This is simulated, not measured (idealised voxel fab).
Name of the process module below: voxel spacer lines
This is section cut - it's 225 nm across, gridded in 5 nm square cells.
For the purposes of this document, a cross-section shall be understood as a grid of square cells, specified as bands listed in top-to-bottom order, each band consisting of one or more rows of cells.
In this notation a band is specified by the heights of its top and bottom, in that order and in nm, after which its materials appear from left to right, each paired with its width in nm. The word "throughout" attached to a single material means that material fills the band from edge to edge; the word "air" stands for empty space.
Below 0: as-received wafer, all one material; heights counted from there. Lowest band: no bottom, goes on down, written "z 0 and below".
With a width like "30->40", each row of cells in the band differs from the next by the same amount, the top row carrying the first number and the bottom row the second.
Take "nothing different" at face value: in the step it is given for, the cross-section changed in none of its cells.
The list in "Unvented cavities" covers empty spaces of 8 cells or more that cannot reach the top through any open way, and it gives each as width x height at distance; the distance is from the left edge, and width, height and distance are in nm.
What comes after the settings on a step's line is commentary from the simulator itself on that step.
overlay nm: how far to the right of its planned place the mask lay on this masked step (negative: to the left).
# Set out below are the planned steps of the process
| 1 | RECEIVE,material Si |
| 2 | CONFORMAL_DEP,material Al2O3,thk nm 10 |
| 3 | DIRECTIONAL_DEP,material polySi,thk nm 10 |
| 4 | DIRECTIONAL_DEP,material aC,thk nm 25 |
| 5 | PATTERN,tone cover,mask id MANDREL,material resist,width nm 25,pitch nm 70,thk nm 30,overlay nm -15 |
| 6 | DIRECTIONAL_ETCH,etch materials aC,depth nm 25 |
| 7 | STRIP,etch materials resist |
| 8 | CONFORMAL_DEP,material SiO2,thk nm 10 |
| 9 | DIRECTIONAL_ETCH,etch materials SiO2,depth nm 10 |
| 10 | STRIP,etch materials aC |
| 11 | DIRECTIONAL_ETCH,etch materials polySi,depth nm 10 |
| 12 | STRIP,etch materials SiO2 |
It is noted that the wafers described herein are identical at the outset and are distinguished by the overlay nm of step 5; the value stated in the plan corresponds to the first wafer.
# After step 1, as received: first of several wafers, cross-section
    z 0 and below: Si throughout
    Unvented cavities: none
# wafer rows; end of module; cells per material since receipt: (+) gained, (-) lost; then closed voids
overlay nm -15; +90 Al2O3; +16 polySi; Unvented cavities: none
overlay nm -10; +90 Al2O3; +16 polySi; Unvented cavities: none
overlay nm -5; +90 Al2O3; +16 polySi; Unvented cavities: none
overlay nm 0; +90 Al2O3; +16 polySi; Unvented cavities: none
overlay nm 5; +90 Al2O3; +16 polySi; Unvented cavities: none
overlay nm 10; +90 Al2O3; +16 polySi; Unvented cavities: none
overlay nm 15; +90 Al2O3; +16 polySi; Unvented cavities: none
